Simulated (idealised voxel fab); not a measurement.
Proc. module: voxel air gaps
Shown is cross-section cut, with a width of 235 nm and square cells of size 5 nm.
Cross-section format: a grid of square cells, given as bands from top to bottom; each band is one or more rows of cells. This entry defines a band. It first specifies the height of the band's top and the height of its bottom in nm, and then specifies the band's materials from left to right, stating each material with its width in nm. The word "throughout" identifies a single material that fills the band from edge to edge, while the word "blank" identifies empty space. Heads up on the height convention: 0 is the point under which the incoming wafer is all one material, and the lowest band has no bottom, it just keeps going down, like "z 0 and below". Width "30..40": first value at the band's top row of cells, second value at its bottom row, equal change from row to row. Given "no change" for a step, no cell of the cross-section differs between before and after that step. If an empty space has no open way to the top and is at least 8 cells in size, "Completely enclosed voids" lists it, written width x height at distance, where distance is measured from the left edge and every value is in nm. The remark found on a step's line after its settings is issued by the simulator itself and pertains to that step. Each step line may optionally specify "overlay nm", which for a step with a mask gives the rightward distance between the mask's planned place and where it lay, a negative value indicating the leftward direction.

These are the steps we planned for the process
| 1 | RECEIVE (material Si) |
| 2 | CONFORMAL_DEP (material SiO2; thk nm 15) |
| 3 | CONFORMAL_DEP (material SiCN; thk nm 5) |
| 4 | DIRECTIONAL_DEP (material lowk; thk nm 30) |
| 5 | PATTERN (tone open; mask id LINES; material resist; width nm 20; pitch nm 50; thk nm 15; overlay nm 0) |
| 6 | DIRECTIONAL_ETCH (etch materials lowk; depth nm 30) |
| 7 | STRIP (etch materials resist) |
| 8 | CONFORMAL_DEP (material TiN; thk nm 5) |
| 9 | FILL_DEP (material W; thk nm 5) |
| 10 | CMP (height nm 40) |
| 11 | EPI (material Ru; thk nm 10) |
| 12 | SELECTIVE_ETCH (etch materials lowk; depth nm 40) |
| 13 | CONFORMAL_DEP (material SiCN; thk nm 5) |
Split variable: height nm, step 10. Plan value = first wafer. Wafers start alike.

Cross-section: the first of several wafers in its as-received state, i.e. following step 1
  z 0 and below = Si throughout
  Completely enclosed voids: none

Basically each wafer gets a line in the table, showing it at the end of the module: material by material, the cells it gained (+) or lost (-) since we got it, then its closed voids
height nm 40 | +48 Ru | +154 SiCN | +141 SiO2 | +30 TiN | +18 W | Completely enclosed voids: 20 x 10 at 80; 20 x 10 at 130
height nm 45 | +48 Ru | +160 SiCN | +141 SiO2 | +36 TiN | +24 W | Completely enclosed voids: 20 x 15 at 80; 20 x 15 at 130
height nm 50 | +48 Ru | +166 SiCN | +141 SiO2 | +42 TiN | +30 W | Completely enclosed voids: 20 x 20 at 80; 20 x 20 at 130
height nm 55 | +94 Ru | +94 SiCN | +141 SiO2 | +83 TiN | +36 W | +210 lowk | Completely enclosed voids: none
height nm 60 | +94 Ru | +94 SiCN | +141 SiO2 | +83 TiN | +83 W | +210 lowk | Completely enclosed voids: none
